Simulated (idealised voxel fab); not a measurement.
process module | voxel lift off
cross-section cut | 230 nm wide | cells 5 nm
A cross-section is a grid of square cells, given in bands from the top down. A band is one or more rows of cells.
Each band's line starts with the height of the band's top and of its bottom, in nm. Then come its materials from left to right, each with its width in nm. One material with "throughout" fills the band from edge to edge. "air" is empty space.
Height 0 is the level under which the wafer as received is all one material. The lowest band goes on downwards, as in "0 down".
A width such as "30 to 40" changes by the same amount from each row of cells to the next, from the band's top row to its bottom row.
"no change" after a step means that no cell of the cross-section changed.
closed voids: empty space of 8 cells or more with no open way to the top, each as width x height at its distance from the left edge, in nm
after a step's settings: what the simulator itself notes on the step
overlay nm, on a step with a mask: how far to the right of its planned place the mask lay; to the left if negative
plan
1 op RECEIVE | material Si
2 op CONFORMAL_DEP | material SiO2 | thk nm 10
3 op PATTERN | tone open | mask id LINES | material resist | width nm 20 | pitch nm 35 | thk nm 20 | overlay nm 0
4 op DIRECTIONAL_DEP | material Ru | thk nm 5
5 op STRIP | etch materials resist
6 op CONFORMAL_DEP | material SiO2 | thk nm 5
first wafer, as planned
as received, after step 1
  0 down: Si throughout
  closed voids: none
after step 2
  10 to 0: SiO2 throughout
  below 0: unchanged
after step 3
  30 to 10: resist 50 | air 20 | resist 15 | air 20 | resist 15 | air 20 | resist 15 | air 20 | resist 55
  below 10: unchanged
after step 4
  35 to 30: Ru 50 | air 20 | Ru 15 | air 20 | Ru 15 | air 20 | Ru 15 | air 20 | Ru 55
  30 to 15: resist 50 | air 20 | resist 15 | air 20 | resist 15 | air 20 | resist 15 | air 20 | resist 55
  15 to 10: resist 50 | Ru 20 | resist 15 | Ru 20 | resist 15 | Ru 20 | resist 15 | Ru 20 | resist 55
  below 10: unchanged
after step 5
  15 to 10: air 50 | Ru 20 | air 15 | Ru 20 | air 15 | Ru 20 | air 15 | Ru 20 | air 55
  below 10: unchanged
after step 6
  20 to 15: air 45 | SiO2 30 | air 5 | SiO2 30 | air 5 | SiO2 30 | air 5 | SiO2 30 | air 50
  15 to 10: SiO2 50 | Ru 20 | SiO2 15 | Ru 20 | SiO2 15 | Ru 20 | SiO2 15 | Ru 20 | SiO2 55
  below 10: unchanged
second wafer: like start, like plan, one mistake. Through step 1 it matches the first wafer
when step 2 should have ended
  5 to 0: SiO2 throughout
  below 0: unchanged
when step 3 should have ended
  25 to 5: resist 50 | air 20 | resist 15 | air 20 | resist 15 | air 20 | resist 15 | air 20 | resist 55
  below 5: unchanged
when step 4 should have ended
  30 to 25: Ru 50 | air 20 | Ru 15 | air 20 | Ru 15 | air 20 | Ru 15 | air 20 | Ru 55
  25 to 10: resist 50 | air 20 | resist 15 | air 20 | resist 15 | air 20 | resist 15 | air 20 | resist 55
  10 to 5: resist 50 | Ru 20 | resist 15 | Ru 20 | resist 15 | Ru 20 | resist 15 | Ru 20 | resist 55
  below 5: unchanged
when step 5 should have ended
  10 to 5: air 50 | Ru 20 | air 15 | Ru 20 | air 15 | Ru 20 | air 15 | Ru 20 | air 55
  below 5: unchanged
when step 6 should have ended
  15 to 10: air 45 | SiO2 30 | air 5 | SiO2 30 | air 5 | SiO2 30 | air 5 | SiO2 30 | air 50
  10 to 5: SiO2 50 | Ru 20 | SiO2 15 | Ru 20 | SiO2 15 | Ru 20 | SiO2 15 | Ru 20 | SiO2 55
  below 5: unchanged
what went wrong: step 2 ran as: op CONFORMAL_DEP | material SiO2 | thk nm 5
at the end the second wafer has, in cells: 46 fewer of SiO2
